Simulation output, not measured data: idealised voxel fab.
process module | voxel capacitor over wiring
cross-section cut | 245 nm wide | cells 5 nm
A cross-section is a grid of square cells, given in bands from the top down. A band is one or more rows of cells.
Each band's line starts with the height of the band's top and of its bottom, in nm. Then come its materials from left to right, each with its width in nm. One material with "throughout" fills the band from edge to edge. "air" is empty space.
Height 0 is the level under which the wafer as received is all one material. The lowest band goes on downwards, as in "0 down".
A width such as "30 to 40" changes by the same amount from each row of cells to the next, from the band's top row to its bottom row.
"no change" after a step means that no cell of the cross-section changed.
closed voids: empty space of 8 cells or more with no open way to the top, each as width x height at its distance from the left edge, in nm
after a step's settings: what the simulator itself notes on the step
overlay nm, on a step with a mask: how far to the right of its planned place the mask lay; to the left if negative
plan
1 op RECEIVE | material Si
2 op CONFORMAL_DEP | material SiO2 | thk nm 15
3 op DIRECTIONAL_DEP | material TiN | thk nm 5
4 op DIRECTIONAL_DEP | material Ru | thk nm 15
5 op DIRECTIONAL_DEP | material aC | thk nm 10
6 op PATTERN | tone cover | mask id METAL_1 | material resist | width nm 25 | pitch nm 85 | thk nm 30 | overlay nm 0
7 op DIRECTIONAL_ETCH | etch materials aC | depth nm 10
8 op STRIP | etch materials resist
9 op DIRECTIONAL_ETCH | etch materials Ru | depth nm 15
10 op DIRECTIONAL_ETCH | etch materials TiN | depth nm 5
11 op STRIP | etch materials aC
12 op FILL_DEP | material SiO2 | thk nm 5
13 op CMP | height nm 35
14 op CONFORMAL_DEP | material SiCN | thk nm 5
15 op DIRECTIONAL_DEP | material SiO2 | thk nm 20
16 op PATTERN | tone open | mask id PLUG_1 | material resist | width nm 15 | thk nm 20 | overlay nm 0
17 op DIRECTIONAL_ETCH | etch materials SiO2 | depth nm 20
18 op DIRECTIONAL_ETCH | etch materials SiCN | depth nm 5
19 op STRIP | etch materials resist
20 op CONFORMAL_DEP | material TiN | thk nm 5
21 op FILL_DEP | material Ru | thk nm 5
22 op CMP | height nm 60
23 op DIRECTIONAL_DEP | material TiN | thk nm 5
24 op DIRECTIONAL_DEP | material SiN | thk nm 5
25 op DIRECTIONAL_DEP | material TiN | thk nm 5
26 op PATTERN | tone cover | mask id UPPER_PLATE | material resist | width nm 65 | thk nm 15 | overlay nm 0
27 op DIRECTIONAL_ETCH | etch materials TiN | depth nm 5
28 op DIRECTIONAL_ETCH | etch materials SiN | depth nm 5
29 op STRIP | etch materials resist
30 op MASKED_ETCH | tone cover | mask id LOWER_PLATE | width nm 75 | etch materials TiN | depth nm 5 | overlay nm 0
31 op FILL_DEP | material SiO2 | thk nm 20
32 op CMP | height nm 90
33 op MASKED_ETCH | tone open | mask id PLUG_2 | width nm 15 | etch materials SiO2 | depth nm 15 | overlay nm 0
34 op CONFORMAL_DEP | material TiN | thk nm 5
35 op FILL_DEP | material Cu | thk nm 5
36 op CMP | height nm 90
37 op CONFORMAL_DEP | material SiN | thk nm 5
as received, after step 1
  0 down: Si throughout
  closed voids: none
first wafer at the end, as planned
  95 to 90: SiN throughout
  90 to 80: SiO2 85 | TiN 5 | Cu 5 | TiN 5 | SiO2 145
  80 to 70: SiO2 85 to 75 | TiN 15 to 65 | SiO2 145 to 105
  70 to 65: SiO2 75 | SiN 65 | SiO2 105
  65 to 60: SiO2 70 | TiN 75 | SiO2 100
  60 to 40: SiO2 75 | TiN 5 | Ru 5 | TiN 5 | SiO2 155
  40 to 35: SiCN 75 | TiN 15 | SiCN 155
  35 to 20: SiO2 65 | Ru 25 | SiO2 60 | Ru 25 | SiO2 70
  20 to 15: SiO2 65 | TiN 25 | SiO2 60 | TiN 25 | SiO2 70
  15 to 0: SiO2 throughout
  0 down: Si throughout
  closed voids: none
second wafer at the end: like start, like plan, one mistake
  95 to 90: SiN throughout
  90 to 80: SiO2 85 | TiN 5 | Cu 10 | TiN 5 | SiO2 140
  80 to 70: SiO2 85 to 75 | TiN 20 to 65 | SiO2 140 to 105
  70 to 65: SiO2 75 | SiN 65 | SiO2 105
  65 to 60: SiO2 70 | TiN 75 | SiO2 100
  60 to 40: SiO2 75 | TiN 5 | Ru 5 | TiN 5 | SiO2 155
  40 to 35: SiCN 75 | TiN 15 | SiCN 155
  35 to 20: SiO2 65 | Ru 25 | SiO2 60 | Ru 25 | SiO2 70
  20 to 15: SiO2 65 | TiN 25 | SiO2 60 | TiN 25 | SiO2 70
  15 to 0: SiO2 throughout
  0 down: Si throughout
  closed voids: none
what went wrong: step 33 ran as: op MASKED_ETCH | tone open | mask id PLUG_2 | width nm 20 | etch materials SiO2 | depth nm 15 | overlay nm 0
at the end the second wafer has, in cells: 2 more of Cu | 3 fewer of SiO2 | 1 more of TiN
